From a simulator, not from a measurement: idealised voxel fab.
Process module in this document: voxel self aligned vias
It is cross-section cut that appears here, measuring 175 nm in width, its square cells being 5 nm in size.
Throughout this document, each cross-section is represented as a grid of square cells and is presented as a sequence of bands enumerated from the top downward, where a band comprises one or more rows of cells. Per band: top height and bottom height in nm, followed by the left-to-right materials and their widths in nm; "everywhere" marks a single material spanning edge to edge, "blank" marks empty space. Convention: height 0 is the level below which the wafer, as received, is all one material. The lowest band does not terminate at the bottom but continues downward, represented as "0..down". The width entry "30->40" should be interpreted row by row: the top row of cells in the band takes the first number, the bottom row takes the second number, and the change between adjacent rows is uniform throughout. Given "no alterations made" for a step, no cell of the cross-section differs between before and after that step. The entry "Sealed internal voids" lists the empty spaces that cover at least 8 cells and have no open path to the top. Each is written as width x height at distance, where the distance is measured from the left edge and all three values are in nm. Heads up: the bit after the settings on a step's line is the simulator's remark on that step. overlay nm, on a step with a mask: how far to the right of its planned place the mask lay; to the left if negative.

plan:
- 1: RECEIVE,material Si
- 2: CONFORMAL_DEP,material SiO2,thk nm 15
- 3: CONFORMAL_DEP,material SiCN,thk nm 5
- 4: DIRECTIONAL_DEP,material lowk,thk nm 30
- 5: DIRECTIONAL_DEP,material aC,thk nm 15
- 6: PATTERN,tone open,mask id LINES,material resist,width nm 25,pitch nm 65,thk nm 35,overlay nm 0
- 7: DIRECTIONAL_ETCH,etch materials aC,depth nm 15
- 8: STRIP,etch materials resist
- 9: DIRECTIONAL_ETCH,etch materials lowk,depth nm 30
- 10: STRIP,etch materials aC
- 11: CONFORMAL_DEP,material TiN,thk nm 5
- 12: FILL_DEP,material W,thk nm 5
- 13: CMP,height nm 50
- 14: SELECTIVE_ETCH,etch materials W Ru TiN,depth nm 10
- 15: FILL_DEP,material SiN,thk nm 10
- 16: CMP,height nm 50
- 17: DIRECTIONAL_DEP,material lowk,thk nm 20
- 18: DIRECTIONAL_DEP,material aC,thk nm 10
- 19: PATTERN,tone open,mask id VIAS,material resist,width nm 35,thk nm 30,overlay nm 0
- 20: DIRECTIONAL_ETCH,etch materials aC,depth nm 10
- 21: STRIP,etch materials resist
- 22: DIRECTIONAL_ETCH,etch materials lowk,depth nm 20
- 23: DIRECTIONAL_ETCH,etch materials SiN,depth nm 10
- 24: STRIP,etch materials aC
- 25: CONFORMAL_DEP,material TiN,thk nm 5
- 26: FILL_DEP,material W,thk nm 10
- 27: CMP,height nm 70
- 28: CONFORMAL_DEP,material SiN,thk nm 5

On the first of the two wafers: run conducted according to plan:

Shown in cross-section is the wafer as received, that is, as it stands after step 1:
	0..down  Si everywhere
	Sealed internal voids: none

How the wafer stands in section after step 2:
	15..0  SiO2 everywhere
	Below 0, the layers are the same as they were.

How the wafer stands in section after step 3:
	20..15  SiCN everywhere
	Below 15, the layers are the same as they were.

How the wafer stands in section after step 4:
	50..20  lowk everywhere
	Below 20, the layers are the same as they were.

How the wafer stands in section after step 5:
	65..50  aC everywhere
	Below 50, the layers are the same as they were.

How the wafer stands in section after step 6:
	100..65  resist=40; blank=25; resist=40; blank=25; resist=45
	Below 65, the layers are the same as they were.

How the wafer stands in section after step 7:
	85..65  resist=40; blank=25; resist=40; blank=25; resist=45
	65..50  aC=40; blank=25; aC=40; blank=25; aC=45
	Below 50, the layers are the same as they were.

How the wafer stands in section after step 8:
	65..50  aC=40; blank=25; aC=40; blank=25; aC=45
	Below 50, the layers are the same as they were.

How the wafer stands in section after step 9:
	65..50  aC=40; blank=25; aC=40; blank=25; aC=45
	50..20  lowk=40; blank=25; lowk=40; blank=25; lowk=45
	Below 20, the layers are the same as they were.

How the wafer stands in section after step 10:
	50..20  lowk=40; blank=25; lowk=40; blank=25; lowk=45
	Below 20, the layers are the same as they were.

How the wafer stands in section after step 11:
	55..50  TiN=45; blank=15; TiN=50; blank=15; TiN=50
	50..25  lowk=40; TiN=5; blank=15; TiN=5; lowk=40; TiN=5; blank=15; TiN=5; lowk=45
	25..20  lowk=40; TiN=25; lowk=40; TiN=25; lowk=45
	Below 20, the layers are the same as they were.

How the wafer stands in section after step 12:
	60..55  W everywhere
	55..50  TiN=45; W=15; TiN=50; W=15; TiN=50
	50..25  lowk=40; TiN=5; W=15; TiN=5; lowk=40; TiN=5; W=15; TiN=5; lowk=45
	Below 25, the layers are the same as they were.

How the wafer stands in section after step 13:
	50..25  lowk=40; TiN=5; W=15; TiN=5; lowk=40; TiN=5; W=15; TiN=5; lowk=45
	Below 25, the layers are the same as they were.

How the wafer stands in section after step 14:
	50..40  lowk=40; blank=25; lowk=40; blank=25; lowk=45
	Below 40, the layers are the same as they were.

How the wafer stands in section after step 15:
	60..50  SiN everywhere
	50..40  lowk=40; SiN=25; lowk=40; SiN=25; lowk=45
	Below 40, the layers are the same as they were.

How the wafer stands in section after step 16:
	50..40  lowk=40; SiN=25; lowk=40; SiN=25; lowk=45
	Below 40, the layers are the same as they were.

How the wafer stands in section after step 17:
	70..50  lowk everywhere
	Below 50, the layers are the same as they were.

How the wafer stands in section after step 18:
	80..70  aC everywhere
	Below 70, the layers are the same as they were.

How the wafer stands in section after step 19:
	110..80  resist=35; blank=35; resist=105
	Below 80, the layers are the same as they were.

How the wafer stands in section after step 20:
	100..80  resist=35; blank=35; resist=105
	80..70  aC=35; blank=35; aC=105
	Below 70, the layers are the same as they were.

How the wafer stands in section after step 21:
	80..70  aC=35; blank=35; aC=105
	Below 70, the layers are the same as they were.

How the wafer stands in section after step 22:
	80..70  aC=35; blank=35; aC=105
	70..50  lowk=35; blank=35; lowk=105
	Below 50, the layers are the same as they were.

How the wafer stands in section after step 23:
	80..70  aC=35; blank=35; aC=105
	70..50  lowk=35; blank=35; lowk=105
	50..40  lowk=40; blank=25; lowk=40; SiN=25; lowk=45
	Below 40, the layers are the same as they were.

How the wafer stands in section after step 24:
	70..50  lowk=35; blank=35; lowk=105
	Below 50, the layers are the same as they were.

How the wafer stands in section after step 25:
	75..70  TiN=40; blank=25; TiN=110
	70..55  lowk=35; TiN=5; blank=25; TiN=5; lowk=105
	55..50  lowk=35; TiN=10; blank=15; TiN=10; lowk=105
	50..45  lowk=40; TiN=5; blank=15; TiN=5; lowk=40; SiN=25; lowk=45
	45..40  lowk=40; TiN=25; lowk=40; SiN=25; lowk=45
	Below 40, the layers are the same as they were.

How the wafer stands in section after step 26:
	85..75  W everywhere
	75..70  TiN=40; W=25; TiN=110
	70..55  lowk=35; TiN=5; W=25; TiN=5; lowk=105
	55..50  lowk=35; TiN=10; W=15; TiN=10; lowk=105
	50..45  lowk=40; TiN=5; W=15; TiN=5; lowk=40; SiN=25; lowk=45
	Below 45, the layers are the same as they were.

How the wafer stands in section after step 27:
	70..55  lowk=35; TiN=5; W=25; TiN=5; lowk=105
	Below 55, the layers are the same as they were.

How the wafer stands in section after step 28:
	75..70  SiN everywhere
	Below 70, the layers are the same as they were.

The second wafer: identical to the first at the outset and in its planned sequence, differing only in that one mistake was made during processing; up to and including step 18, its path is the first wafer's path:

Second wafer cross-section, taken as of the time the plan sets for step 19 to be done:
	110..80  resist=45; blank=35; resist=95
	Below 80, the layers are the same as they were.

Second wafer cross-section, taken as of the time the plan sets for step 20 to be done:
	100..80  resist=45; blank=35; resist=95
	80..70  aC=45; blank=35; aC=95
	Below 70, the layers are the same as they were.

Second wafer cross-section, taken as of the time the plan sets for step 21 to be done:
	80..70  aC=45; blank=35; aC=95
	Below 70, the layers are the same as they were.

Second wafer cross-section, taken as of the time the plan sets for step 22 to be done:
	80..70  aC=45; blank=35; aC=95
	70..50  lowk=45; blank=35; lowk=95
	Below 50, the layers are the same as they were.

Second wafer cross-section, taken as of the time the plan sets for step 23 to be done:
	80..70  aC=45; blank=35; aC=95
	70..50  lowk=45; blank=35; lowk=95
	50..40  lowk=40; SiN=5; blank=20; lowk=40; SiN=25; lowk=45
	Below 40, the layers are the same as they were.

Second wafer cross-section, taken as of the time the plan sets for step 24 to be done:
	70..50  lowk=45; blank=35; lowk=95
	Below 50, the layers are the same as they were.

Second wafer cross-section, taken as of the time the plan sets for step 25 to be done:
	75..70  TiN=50; blank=25; TiN=100
	70..55  lowk=45; TiN=5; blank=25; TiN=5; lowk=95
	55..50  lowk=45; TiN=5; blank=10; TiN=20; lowk=95
	50..45  lowk=40; SiN=5; TiN=5; blank=10; TiN=5; lowk=40; SiN=25; lowk=45
	45..40  lowk=40; SiN=5; TiN=20; lowk=40; SiN=25; lowk=45
	Below 40, the layers are the same as they were.

Second wafer cross-section, taken as of the time the plan sets for step 26 to be done:
	85..75  W everywhere
	75..70  TiN=50; W=25; TiN=100
	70..55  lowk=45; TiN=5; W=25; TiN=5; lowk=95
	55..50  lowk=45; TiN=5; W=10; TiN=20; lowk=95
	50..45  lowk=40; SiN=5; TiN=5; W=10; TiN=5; lowk=40; SiN=25; lowk=45
	Below 45, the layers are the same as they were.

Second wafer cross-section, taken as of the time the plan sets for step 27 to be done:
	70..55  lowk=45; TiN=5; W=25; TiN=5; lowk=95
	Below 55, the layers are the same as they were.

Second wafer cross-section, taken as of the time the plan sets for step 28 to be done:
	75..70  SiN everywhere
	Below 70, the layers are the same as they were.
Deviation noted in wafer processing: step 19 ran as: PATTERN,tone open,mask id VIAS,material resist,width nm 35,thk nm 30,overlay nm 10
Final comparison by cell count, materials where the second wafer has more or fewer than the first: SiN +2; W -2
